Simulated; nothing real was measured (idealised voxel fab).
The process module presented herein is designated voxel self aligned contacts.
The cross-section shown here is cut; it is 225 nm wide and divided into square cells measuring 5 nm on a side.
Cross-section spec: square-cell grid; bands listed top down; each band is one or more rows. Each band's line starts with the height of the band's top and of its bottom, in nm. Then come its materials from left to right, each with its width in nm. One material with "throughout" fills the band from edge to edge. "empty" is empty space. Below 0: as-received wafer, all one material; heights counted from there. Lowest band: no bottom, goes on down, written "0..down". The notation "30 to 40" denotes a width that varies across the rows of cells in the band, beginning at the first number in the top row, finishing at the second number in the bottom row, and changing by an identical amount from each row to the next. Key: "remains unaltered" - step with no changed cell in the cross-section. You'll see "Closed void listing" listing empty spaces that have no way open to the top, as long as they're 8 cells or more; the notation is width x height at distance, where the distance is from the left edge, and all of it is in nm. Step line, after settings: the simulator's comment on this step. "overlay nm" on a masked step: distance the mask lay right of its planned place, negative for left.

**Process steps foreseen in the plan**
1 RECEIVE (material Si)
2 CONFORMAL_DEP (material SiO2; thk nm 5)
3 DIRECTIONAL_DEP (material polySi; thk nm 25)
4 DIRECTIONAL_DEP (material SiN; thk nm 20)
5 MASKED_ETCH (tone cover; mask id GATE; width nm 30; pitch nm 70; etch materials SiN; depth nm 20; overlay nm 0)
6 MASKED_ETCH (tone cover; mask id GATE; width nm 30; pitch nm 70; etch materials polySi; depth nm 25; overlay nm 0)
7 CONFORMAL_DEP (material SiN; thk nm 10)
8 DIRECTIONAL_ETCH (etch materials SiN; depth nm 10)
9 FILL_DEP (material SiO2; thk nm 10)
10 CMP (height nm 55)
11 PATTERN (tone open; mask id CONTACT; material resist; width nm 50; thk nm 20; overlay nm 0)
12 DIRECTIONAL_ETCH (etch materials SiO2; depth nm 55)
13 STRIP (etch materials resist)
14 CONFORMAL_DEP (material TiN; thk nm 5)
15 FILL_DEP (material Ru; thk nm 10)
16 CMP (height nm 55)
17 CONFORMAL_DEP (material SiCN; thk nm 5)

**Wafer, first of two, run as planned**

**Cross-section: wafer on arrival = after step 1**
* 0..down | Si throughout
* Closed void listing: none

**So this is the wafer cross-section right after step 2**
* 5..0 | SiO2 throughout
* Below 0 it's all the same as before, nothing changed down there.

**So this is the wafer cross-section right after step 3**
* 30..5 | polySi throughout
* Below 5 it's all the same as before, nothing changed down there.

**So this is the wafer cross-section right after step 4**
* 50..30 | SiN throughout
* Below 30 it's all the same as before, nothing changed down there.

**So this is the wafer cross-section right after step 5**
* 50..30 | empty=60 / SiN=30 / empty=40 / SiN=30 / empty=65
* Below 30 it's all the same as before, nothing changed down there.

**So this is the wafer cross-section right after step 6**
* 50..30 | empty=60 / SiN=30 / empty=40 / SiN=30 / empty=65
* 30..5 | empty=60 / polySi=30 / empty=40 / polySi=30 / empty=65
* Below 5 it's all the same as before, nothing changed down there.

**So this is the wafer cross-section right after step 7**
* 60..30 | empty=50 / SiN=50 / empty=20 / SiN=50 / empty=55
* 30..15 | empty=50 / SiN=10 / polySi=30 / SiN=10 / empty=20 / SiN=10 / polySi=30 / SiN=10 / empty=55
* 15..5 | SiN=60 / polySi=30 / SiN=40 / polySi=30 / SiN=65
* Below 5 it's all the same as before, nothing changed down there.

**So this is the wafer cross-section right after step 8**
* 50..30 | empty=50 / SiN=50 / empty=20 / SiN=50 / empty=55
* 30..5 | empty=50 / SiN=10 / polySi=30 / SiN=10 / empty=20 / SiN=10 / polySi=30 / SiN=10 / empty=55
* Below 5 it's all the same as before, nothing changed down there.

**So this is the wafer cross-section right after step 9**
* 60..50 | SiO2 throughout
* 50..30 | SiO2=50 / SiN=50 / SiO2=20 / SiN=50 / SiO2=55
* 30..5 | SiO2=50 / SiN=10 / polySi=30 / SiN=10 / SiO2=20 / SiN=10 / polySi=30 / SiN=10 / SiO2=55
* Below 5 it's all the same as before, nothing changed down there.

**So this is the wafer cross-section right after step 10**
* 55..50 | SiO2 throughout
* Below 50 it's all the same as before, nothing changed down there.

**So this is the wafer cross-section right after step 11**
* 75..55 | resist=85 / empty=50 / resist=90
* Below 55 it's all the same as before, nothing changed down there.

**So this is the wafer cross-section right after step 12**
* 75..55 | resist=85 / empty=50 / resist=90
* 55..50 | SiO2=85 / empty=50 / SiO2=90
* 50..30 | SiO2=50 / SiN=50 / empty=20 / SiN=50 / SiO2=55
* 30..5 | SiO2=50 / SiN=10 / polySi=30 / SiN=10 / empty=20 / SiN=10 / polySi=30 / SiN=10 / SiO2=55
* 5..0 | SiO2=100 / empty=20 / SiO2=105
* Below 0 it's all the same as before, nothing changed down there.

**So this is the wafer cross-section right after step 13**
* 55..50 | SiO2=85 / empty=50 / SiO2=90
* Below 50 it's all the same as before, nothing changed down there.

**So this is the wafer cross-section right after step 14**
* 60..55 | TiN=90 / empty=40 / TiN=95
* 55..50 | SiO2=85 / TiN=20 / empty=10 / TiN=20 / SiO2=90
* 50..30 | SiO2=50 / SiN=50 / TiN=5 / empty=10 / TiN=5 / SiN=50 / SiO2=55
* 30..5 | SiO2=50 / SiN=10 / polySi=30 / SiN=10 / TiN=5 / empty=10 / TiN=5 / SiN=10 / polySi=30 / SiN=10 / SiO2=55
* 5..0 | SiO2=100 / TiN=20 / SiO2=105
* Below 0 it's all the same as before, nothing changed down there.

**So this is the wafer cross-section right after step 15**
* 70..60 | Ru throughout
* 60..55 | TiN=90 / Ru=40 / TiN=95
* 55..50 | SiO2=85 / TiN=20 / Ru=10 / TiN=20 / SiO2=90
* 50..30 | SiO2=50 / SiN=50 / TiN=5 / Ru=10 / TiN=5 / SiN=50 / SiO2=55
* 30..5 | SiO2=50 / SiN=10 / polySi=30 / SiN=10 / TiN=5 / Ru=10 / TiN=5 / SiN=10 / polySi=30 / SiN=10 / SiO2=55
* Below 5 it's all the same as before, nothing changed down there.

**So this is the wafer cross-section right after step 16**
* 55..50 | SiO2=85 / TiN=20 / Ru=10 / TiN=20 / SiO2=90
* Below 50 it's all the same as before, nothing changed down there.

**So this is the wafer cross-section right after step 17**
* 60..55 | SiCN throughout
* Below 55 it's all the same as before, nothing changed down there.

**Wafer two of two - same starting point, same process plan, one mistake in execution; matches wafer one up to and including step 3**

**At the planned end of step 4, the second wafer in cross-section**
* 70..30 | SiN throughout
* Below 30 it's all the same as before, nothing changed down there.

**At the planned end of step 5, the second wafer in cross-section**
* 70..50 | empty=60 / SiN=30 / empty=40 / SiN=30 / empty=65
* Below 50 it's all the same as before, nothing changed down there.

At the planned end of step 6, the second wafer in cross-section: remains unaltered

**At the planned end of step 7, the second wafer in cross-section**
* 80..60 | empty=50 / SiN=50 / empty=20 / SiN=50 / empty=55
* 60..30 | SiN throughout
* Below 30 it's all the same as before, nothing changed down there.

**At the planned end of step 8, the second wafer in cross-section**
* 70..50 | empty=50 / SiN=50 / empty=20 / SiN=50 / empty=55
* Below 50 it's all the same as before, nothing changed down there.

**At the planned end of step 9, the second wafer in cross-section**
* 80..70 | SiO2 throughout
* 70..50 | SiO2=50 / SiN=50 / SiO2=20 / SiN=50 / SiO2=55
* Below 50 it's all the same as before, nothing changed down there.

**At the planned end of step 10, the second wafer in cross-section**
* 55..50 | SiO2=50 / SiN=50 / SiO2=20 / SiN=50 / SiO2=55
* Below 50 it's all the same as before, nothing changed down there.

**At the planned end of step 11, the second wafer in cross-section**
* 75..55 | resist=85 / empty=50 / resist=90
* Below 55 it's all the same as before, nothing changed down there.

**At the planned end of step 12, the second wafer in cross-section**
* 75..55 | resist=85 / empty=50 / resist=90
* 55..50 | SiO2=50 / SiN=50 / empty=20 / SiN=50 / SiO2=55
* Below 50 it's all the same as before, nothing changed down there.

**At the planned end of step 13, the second wafer in cross-section**
* 55..50 | SiO2=50 / SiN=50 / empty=20 / SiN=50 / SiO2=55
* Below 50 it's all the same as before, nothing changed down there.

**At the planned end of step 14, the second wafer in cross-section**
* 60..55 | TiN=105 / empty=10 / TiN=110
* 55..50 | SiO2=50 / SiN=50 / TiN=20 / SiN=50 / SiO2=55
* Below 50 it's all the same as before, nothing changed down there.

**At the planned end of step 15, the second wafer in cross-section**
* 70..60 | Ru throughout
* 60..55 | TiN=105 / Ru=10 / TiN=110
* Below 55 it's all the same as before, nothing changed down there.

**At the planned end of step 16, the second wafer in cross-section**
* 55..50 | SiO2=50 / SiN=50 / TiN=20 / SiN=50 / SiO2=55
* Below 50 it's all the same as before, nothing changed down there.

**At the planned end of step 17, the second wafer in cross-section**
* 60..55 | SiCN throughout
* Below 55 it's all the same as before, nothing changed down there.
what went wrong: step 4 of the plan was performed twice
Counted in cells at the end, the second wafer holds more or fewer of these materials than the first: -20 Ru; +80 SiN; -199 SiO2; -26 TiN; +165 polySi
